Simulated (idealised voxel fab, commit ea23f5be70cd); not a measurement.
Module name: voxel wiring stack (process module)
This is section cut - it's 220 nm across, gridded in 5 nm square cells.
Heads up, the way a cross-section reads in here is a grid of square cells, handed over as bands from the top down, with every band being one or more rows of cells. What a band's entry tells you: where the top is and where the bottom is, as heights in nm, and after that what lies inside, material by material from left to right, each with its width in nm. Empty space is written as the word "empty", and a single material marked with the word "all across" occupies the band from edge to edge. Heights are expressed relative to 0, this being the level below which the as-received wafer comprises one material exclusively. The lowest band is unbounded in the downward direction and is denoted as in "0 nm and below". Read "30 to 40" as a graded width: first number on top, second number at the bottom, same change between each pair of neighbouring rows. Where a step carries "remained unchanged", the cross-section came out of it unchanged, cell for cell. The entry titled "Closed-off voids" provides the empty spaces that have no open way to the top, restricted to those of 8 cells or more. Each is presented as width x height at distance, the distance being measured from the left edge, with all three in nm. Anything after a step's settings on that line? It's the simulator's own note about the step. "overlay nm", when on a step's line for a step with a mask, measures how far to the right of its planned place the mask lay; a negative measure means to the left.

**Listed below are the process steps as planned**
- 1: RECEIVE | material Si
- 2: CONFORMAL_DEP | material SiO2 | thk nm 10
- 3: DIRECTIONAL_DEP | material TiN | thk nm 5
- 4: DIRECTIONAL_DEP | material Ru | thk nm 15
- 5: MASKED_ETCH | tone cover | mask id METAL_1 | width nm 30 | pitch nm 50 | etch materials Ru | depth nm 15 | overlay nm 0
- 6: MASKED_ETCH | tone cover | mask id METAL_1 | width nm 30 | pitch nm 50 | etch materials TiN | depth nm 5 | overlay nm 0
- 7: FILL_DEP | material lowk | thk nm 5
- 8: CMP | height nm 30
- 9: CONFORMAL_DEP | material SiCN | thk nm 5
- 10: DIRECTIONAL_DEP | material lowk | thk nm 10
- 11: MASKED_ETCH | tone open | mask id PLUG_1 | width nm 15 | pitch nm 50 | etch materials lowk | depth nm 10 | overlay nm 0
- 12: MASKED_ETCH | tone open | mask id PLUG_1 | width nm 15 | pitch nm 50 | etch materials SiCN | depth nm 5 | overlay nm 0
- 13: EPI | material Ru | thk nm 10
- 14: EPI | material Ru | thk nm 5
- 15: DIRECTIONAL_DEP | material TiN | thk nm 5
- 16: DIRECTIONAL_DEP | material Ru | thk nm 20
- 17: DIRECTIONAL_DEP | material aC | thk nm 10
- 18: PATTERN | tone cover | mask id METAL_2 | material resist | width nm 30 | pitch nm 50 | thk nm 30 | overlay nm 0
- 19: DIRECTIONAL_ETCH | etch materials aC | depth nm 10
- 20: STRIP | etch materials resist
- 21: DIRECTIONAL_ETCH | etch materials Ru | depth nm 20
- 22: DIRECTIONAL_ETCH | etch materials TiN | depth nm 5
- 23: STRIP | etch materials aC
- 24: CONFORMAL_DEP | material SiN | thk nm 5
- 25: FILL_DEP | material SiO2 | thk nm 5
- 26: CMP | height nm 70
- 27: CONFORMAL_DEP | material SiCN | thk nm 5
- 28: DIRECTIONAL_DEP | material lowk | thk nm 20
- 29: PATTERN | tone open | mask id PLUG_2 | material resist | width nm 15 | pitch nm 50 | thk nm 20 | overlay nm 0
- 30: DIRECTIONAL_ETCH | etch materials lowk | depth nm 20
- 31: DIRECTIONAL_ETCH | etch materials SiCN | depth nm 5
- 32: STRIP | etch materials resist
- 33: EPI | material Ru | thk nm 10
- 34: EPI | material Ru | thk nm 10
- 35: EPI | material Ru | thk nm 5
- 36: CONFORMAL_DEP | material SiCN | thk nm 5
- 37: DIRECTIONAL_DEP | material lowk | thk nm 25
- 38: MASKED_ETCH | tone open | mask id METAL_3 | width nm 30 | pitch nm 50 | etch materials lowk | depth nm 25 | overlay nm 0
- 39: MASKED_ETCH | tone open | mask id METAL_3 | width nm 30 | pitch nm 50 | etch materials SiCN | depth nm 5 | overlay nm 0
- 40: CONFORMAL_DEP | material TiN | thk nm 5
- 41: FILL_DEP | material W | thk nm 5
- 42: CMP | height nm 125
- 43: EPI | material Ru | thk nm 5
- 44: FILL_DEP | material SiCN | thk nm 5
The thk nm used in step 9 is not the same on every wafer, whereas the starting condition is; the value printed in the plan is the first wafer's.

**First of several wafers, received after step 1, in cross-section**
	0 nm and below  Si all across
	Closed-off voids: none

**Cross-section, first of several wafers, end of module, after last step 44**
	135 nm to 130 nm  SiCN all across
	130 nm to 125 nm  40 nm SiCN, then 40 nm Ru, then 10 nm SiCN, then 40 nm Ru, then 10 nm SiCN, then 40 nm Ru, then 40 nm SiCN
	125 nm to 100 nm  45 nm lowk, then 5 nm TiN, then 20 nm W, then 5 nm TiN, then 20 nm lowk, then 5 nm TiN, then 20 nm W, then 5 nm TiN, then 20 nm lowk, then 5 nm TiN, then 20 nm W, then 5 nm TiN, then 45 nm lowk
	100 nm to 95 nm  45 nm SiCN, then 30 nm TiN, then 20 nm SiCN, then 30 nm TiN, then 20 nm SiCN, then 30 nm TiN, then 45 nm SiCN
	95 nm to 75 nm  45 nm lowk, then 15 nm Ru, then 35 nm lowk, then 15 nm Ru, then 35 nm lowk, then 15 nm Ru, then 60 nm lowk
	75 nm to 70 nm  45 nm SiCN, then 15 nm Ru, then 35 nm SiCN, then 15 nm Ru, then 35 nm SiCN, then 15 nm Ru, then 60 nm SiCN
	70 nm to 50 nm  40 nm SiO2, then 5 nm SiN, then 30 nm Ru, then 5 nm SiN, then 10 nm SiO2, then 5 nm SiN, then 30 nm Ru, then 5 nm SiN, then 10 nm SiO2, then 5 nm SiN, then 30 nm Ru, then 5 nm SiN, then 40 nm SiO2
	50 nm to 45 nm  45 nm SiN, then 30 nm TiN, then 20 nm SiN, then 30 nm TiN, then 20 nm SiN, then 30 nm TiN, then 45 nm SiN
	45 nm to 35 nm  45 nm lowk, then 15 nm Ru, then 35 nm lowk, then 15 nm Ru, then 35 nm lowk, then 15 nm Ru, then 60 nm lowk
	35 nm to 30 nm  45 nm SiCN, then 15 nm Ru, then 35 nm SiCN, then 15 nm Ru, then 35 nm SiCN, then 15 nm Ru, then 60 nm SiCN
	30 nm to 15 nm  45 nm lowk, then 30 nm Ru, then 20 nm lowk, then 30 nm Ru, then 20 nm lowk, then 30 nm Ru, then 45 nm lowk
	15 nm to 10 nm  45 nm lowk, then 30 nm TiN, then 20 nm lowk, then 30 nm TiN, then 20 nm lowk, then 30 nm TiN, then 45 nm lowk
	10 nm to 0 nm  SiO2 all across
	0 nm and below  Si all across
	Closed-off voids: none

**last wafer at the end**
	135 nm to 130 nm  SiCN all across
	130 nm to 125 nm  40 nm SiCN, then 40 nm Ru, then 10 nm SiCN, then 40 nm Ru, then 10 nm SiCN, then 40 nm Ru, then 40 nm SiCN
	125 nm to 100 nm  45 nm lowk, then 5 nm TiN, then 20 nm W, then 5 nm TiN, then 20 nm lowk, then 5 nm TiN, then 20 nm W, then 5 nm TiN, then 20 nm lowk, then 5 nm TiN, then 20 nm W, then 5 nm TiN, then 45 nm lowk
	100 nm to 95 nm  45 nm SiCN, then 30 nm TiN, then 20 nm SiCN, then 30 nm TiN, then 20 nm SiCN, then 30 nm TiN, then 45 nm SiCN
	95 nm to 75 nm  45 nm lowk, then 15 nm Ru, then 35 nm lowk, then 15 nm Ru, then 35 nm lowk, then 15 nm Ru, then 60 nm lowk
	75 nm to 70 nm  45 nm SiCN, then 15 nm Ru, then 35 nm SiCN, then 15 nm Ru, then 35 nm SiCN, then 15 nm Ru, then 60 nm SiCN
	70 nm to 65 nm  40 nm SiO2, then 5 nm SiN, then 30 nm Ru, then 5 nm SiN, then 10 nm SiO2, then 5 nm SiN, then 30 nm Ru, then 5 nm SiN, then 10 nm SiO2, then 5 nm SiN, then 30 nm Ru, then 5 nm SiN, then 40 nm SiO2
	65 nm to 60 nm  45 nm SiN, then 15 nm Ru, then 15 nm TiN, then 20 nm SiN, then 15 nm Ru, then 15 nm TiN, then 20 nm SiN, then 15 nm Ru, then 15 nm TiN, then 45 nm SiN
	60 nm to 50 nm  45 nm lowk, then 15 nm Ru, then 35 nm lowk, then 15 nm Ru, then 35 nm lowk, then 15 nm Ru, then 60 nm lowk
	50 nm to 45 nm  45 nm SiCN, then 15 nm TiN, then 35 nm SiCN, then 15 nm TiN, then 35 nm SiCN, then 15 nm TiN, then 60 nm SiCN
	45 nm to 30 nm  SiCN all across
	30 nm to 15 nm  45 nm lowk, then 30 nm Ru, then 20 nm lowk, then 30 nm Ru, then 20 nm lowk, then 30 nm Ru, then 45 nm lowk
	15 nm to 10 nm  45 nm lowk, then 30 nm TiN, then 20 nm lowk, then 30 nm TiN, then 20 nm lowk, then 30 nm TiN, then 45 nm lowk
	10 nm to 0 nm  SiO2 all across
	0 nm and below  Si all across
	Closed-off voids: none

**each wafer at the end: cells of each material gained (+) or lost (-) since it was received, then its closed voids**
thk nm 5, +222 Ru, +160 SiCN, +50 SiN, +168 SiO2, +84 TiN, +60 W, +444 lowk, Closed-off voids: none
thk nm 10, +141 Ru, +234 SiCN, +53 SiN, +157 SiO2, +99 TiN, +60 W, +444 lowk, Closed-off voids: none
thk nm 15, +132 Ru, +278 SiCN, +47 SiN, +128 SiO2, +99 TiN, +60 W, +444 lowk, Closed-off voids: none
thk nm 20, +168 Ru, +292 SiCN, +32 SiN, +108 SiO2, +84 TiN, +60 W, +444 lowk, Closed-off voids: none
